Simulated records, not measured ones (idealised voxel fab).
The following is a process module called voxel transistor to metal.
Shown is cross-section cut, with a width of 200 nm and square cells of size 5 nm.
If you're reading a cross-section in this doc, picture square cells in a grid; it comes to you as bands, top ones listed first down to the bottom, and a band can be one or more rows of cells. Quick guide to a band line: top height, bottom height (nm) up front; then every material left to right with its width in nm. Only one material and it's marked "throughout"? Then it fills the band edge to edge. And "blank" just means empty space. For the purposes of this specification, 0 denotes the height below which the wafer in its as-received condition is composed wholly of one material, and the lowermost band, lacking a lower limit, extends downward without end, as expressed in "top 0, no bottom". Quick explanation for "30 to 40": the width changes in equal steps down the rows of cells, from the first number in the band's top row to the second number in its bottom row. Where the words "nothing altered" appear for a step, the cross-section shows no cell changed by that step; every cell remained as before. What "Closed-off voids" gives you is every empty space of 8 cells or more that is cut off from the top. Each appears as width x height at distance, with the distance taken from the left edge and width, height and distance all in nm. Past the settings on a step's line: simulator remark, on that step. When a step includes a mask, the "overlay nm" setting on its line states how far to the right of its planned place that mask lay, and negative values state how far to the left.
These are the steps we planned for the process:
- 1: RECEIVE: material Si
- 2: CONFORMAL_DEP: material SiO2, thk nm 5
- 3: CONFORMAL_DEP: material SiN, thk nm 15
- 4: PATTERN: tone cover, mask id ACTIVE, material resist, width nm 100, thk nm 15, overlay nm 0
- 5: DIRECTIONAL_ETCH: etch materials SiN, depth nm 15
- 6: DIRECTIONAL_ETCH: etch materials SiO2, depth nm 5
- 7: DIRECTIONAL_ETCH: etch materials Si, depth nm 30
- 8: STRIP: etch materials resist
- 9: OXIDIZE: depth nm 5
- 10: FILL_DEP: material SiO2, thk nm 5
- 11: CMP: height nm 20
- 12: SELECTIVE_ETCH: etch materials SiO2, depth nm 15
- 13: STRIP: etch materials SiN
- 14: SELECTIVE_ETCH: etch materials SiO2, depth nm 5
- 15: OXIDIZE: depth nm 5
- 16: DIRECTIONAL_DEP: material polySi, thk nm 20
- 17: DIRECTIONAL_DEP: material SiCN, thk nm 15
- 18: PATTERN: tone cover, mask id GATE, material resist, width nm 20, thk nm 20, overlay nm 0
- 19: DIRECTIONAL_ETCH: etch materials SiCN, depth nm 25
- 20: DIRECTIONAL_ETCH: etch materials polySi, depth nm 30
- 21: STRIP: etch materials resist
- 22: CONFORMAL_DEP: material SiO2, thk nm 5
- 23: DIRECTIONAL_ETCH: etch materials SiO2, depth nm 5
- 24: CONFORMAL_DEP: material SiN, thk nm 5
- 25: DIRECTIONAL_ETCH: etch materials SiN, depth nm 5
- 26: DIRECTIONAL_ETCH: etch materials SiO2, depth nm 5
- 27: DIRECTIONAL_ETCH: etch materials Si, depth nm 10
- 28: EPI: material pSi, thk nm 15
- 29: FILL_DEP: material SiO2, thk nm 5
- 30: CMP: height nm 35
- 31: DIRECTIONAL_DEP: material SiO2, thk nm 10
- 32: DIRECTIONAL_DEP: material aC, thk nm 15
- 33: PATTERN: tone open, mask id CONTACT, material resist, width nm 30, pitch nm 60, thk nm 30, overlay nm 0
- 34: DIRECTIONAL_ETCH: etch materials aC, depth nm 15
- 35: STRIP: etch materials resist
- 36: DIRECTIONAL_ETCH: etch materials SiO2, depth nm 45
- 37: STRIP: etch materials aC
- 38: CONFORMAL_DEP: material TiN, thk nm 5
- 39: FILL_DEP: material Ru, thk nm 10
- 40: CMP: height nm 45
- 41: DIRECTIONAL_DEP: material TiN, thk nm 5
- 42: DIRECTIONAL_DEP: material W, thk nm 15
- 43: PATTERN: tone cover, mask id METAL_1, material resist, width nm 20, pitch nm 70, thk nm 15, overlay nm 0
- 44: DIRECTIONAL_ETCH: etch materials W, depth nm 15
- 45: DIRECTIONAL_ETCH: etch materials TiN, depth nm 5
- 46: STRIP: etch materials resist
- 47: FILL_DEP: material lowk, thk nm 5
- 48: CMP: height nm 65
- 49: CONFORMAL_DEP: material SiCN, thk nm 5
- 50: DIRECTIONAL_DEP: material lowk, thk nm 30
- 51: MASKED_ETCH: tone open, mask id METAL_2_HOLES, width nm 15, pitch nm 70, etch materials lowk, depth nm 30, overlay nm 0
- 52: MASKED_ETCH: tone open, mask id METAL_2, width nm 20, pitch nm 70, etch materials lowk, depth nm 20, overlay nm 0
- 53: MASKED_ETCH: tone open, mask id METAL_2, width nm 20, pitch nm 70, etch materials SiCN, depth nm 5, overlay nm 0
- 54: CONFORMAL_DEP: material TiN, thk nm 5
- 55: FILL_DEP: material Ru, thk nm 5
- 56: CMP: height nm 100
- 57: CONFORMAL_DEP: material SiN, thk nm 5
Step 1 complete: cross-section of the wafer as received:
> top 0, no bottom: Si throughout
> Closed-off voids: none
Module complete - cross-section of the first of two wafers, run according to plan:
> top 105, bottom 100: SiN throughout
> top 100, bottom 85: 55 lowk / 5 TiN / 10 Ru / 5 TiN / 50 lowk / 5 TiN / 10 Ru / 5 TiN / 55 lowk
> top 85, bottom 80: 55 lowk / 5 TiN / 5 Ru / 10 TiN / 50 lowk / 5 TiN / 5 Ru / 10 TiN / 55 lowk
> top 80, bottom 70: 55 lowk / 5 TiN / 5 Ru / 5 TiN / 55 lowk / 5 TiN / 5 Ru / 5 TiN / 60 lowk
> top 70, bottom 65: 55 SiCN / 15 TiN / 55 SiCN / 15 TiN / 60 SiCN
> top 65, bottom 50: 55 lowk / 20 W / 50 lowk / 20 W / 55 lowk
> top 50, bottom 45: 55 lowk / 20 TiN / 50 lowk / 20 TiN / 55 lowk
> top 45, bottom 35: 55 SiO2 / 5 TiN / 20 to 15 Ru / 5 to 10 TiN / 30 SiO2 / 5 to 10 TiN / 20 to 15 Ru / 5 TiN / 55 SiO2
> top 35, bottom 20: 55 SiO2 / 5 TiN / 15 Ru / 5 TiN / 5 SiN / 5 SiO2 / 20 SiCN / 5 SiO2 / 5 SiN / 5 TiN / 15 Ru / 5 TiN / 55 SiO2
> top 20, bottom 15: 55 SiO2 / 5 TiN / 15 Ru / 5 TiN / 5 SiN / 5 SiO2 / 20 polySi / 5 SiO2 / 5 SiN / 5 TiN / 15 Ru / 5 TiN / 55 SiO2
> top 15, bottom 10: 55 SiO2 / 25 TiN / 5 SiN / 5 SiO2 / 20 polySi / 5 SiO2 / 5 SiN / 25 TiN / 55 SiO2
> top 10, bottom 0: 55 SiO2 / 10 TiN / 15 pSi / 5 SiN / 5 SiO2 / 20 polySi / 5 SiO2 / 5 SiN / 15 pSi / 10 TiN / 55 SiO2
> top 0, bottom -5: 50 SiO2 / 30 pSi / 40 SiO2 / 30 pSi / 50 SiO2
> top -5, bottom -15: 55 SiO2 / 25 pSi / 40 Si / 25 pSi / 55 SiO2
> top -15, bottom -35: 55 SiO2 / 90 Si / 55 SiO2
> top -35, no bottom: Si throughout
> Closed-off voids: none
Second wafer of the two, sectioned at the end of the module. It began like the first and followed the same plan, but one mistake was made while running it:
> top 105, bottom 100: SiN throughout
> top 100, bottom 85: 55 lowk / 5 TiN / 10 Ru / 5 TiN / 50 lowk / 5 TiN / 10 Ru / 5 TiN / 55 lowk
> top 85, bottom 80: 55 lowk / 5 TiN / 5 Ru / 10 TiN / 50 lowk / 5 TiN / 5 Ru / 10 TiN / 55 lowk
> top 80, bottom 70: 55 lowk / 5 TiN / 5 Ru / 5 TiN / 55 lowk / 5 TiN / 5 Ru / 5 TiN / 60 lowk
> top 70, bottom 65: 55 SiCN / 15 TiN / 55 SiCN / 15 TiN / 60 SiCN
> top 65, bottom 60: 55 lowk / 20 TiN / 50 lowk / 20 TiN / 55 lowk
> top 60, bottom 45: W throughout
> top 45, bottom 35: 55 SiO2 / 5 TiN / 20 to 15 Ru / 5 to 10 TiN / 30 SiO2 / 5 to 10 TiN / 20 to 15 Ru / 5 TiN / 55 SiO2
> top 35, bottom 20: 55 SiO2 / 5 TiN / 15 Ru / 5 TiN / 5 SiN / 5 SiO2 / 20 SiCN / 5 SiO2 / 5 SiN / 5 TiN / 15 Ru / 5 TiN / 55 SiO2
> top 20, bottom 15: 55 SiO2 / 5 TiN / 15 Ru / 5 TiN / 5 SiN / 5 SiO2 / 20 polySi / 5 SiO2 / 5 SiN / 5 TiN / 15 Ru / 5 TiN / 55 SiO2
> top 15, bottom 10: 55 SiO2 / 25 TiN / 5 SiN / 5 SiO2 / 20 polySi / 5 SiO2 / 5 SiN / 25 TiN / 55 SiO2
> top 10, bottom 0: 55 SiO2 / 10 TiN / 15 pSi / 5 SiN / 5 SiO2 / 20 polySi / 5 SiO2 / 5 SiN / 15 pSi / 10 TiN / 55 SiO2
> top 0, bottom -5: 50 SiO2 / 30 pSi / 40 SiO2 / 30 pSi / 50 SiO2
> top -5, bottom -15: 55 SiO2 / 25 pSi / 40 Si / 25 pSi / 55 SiO2
> top -15, bottom -35: 55 SiO2 / 90 Si / 55 SiO2
> top -35, no bottom: Si throughout
> Closed-off voids: none
Run error: transposition of steps 41 and 42 relative to the planned sequence
In the final state, the cell counts of the second wafer exceed or fall short of those of the first for the following materials: 96 more of W | 96 fewer of lowk
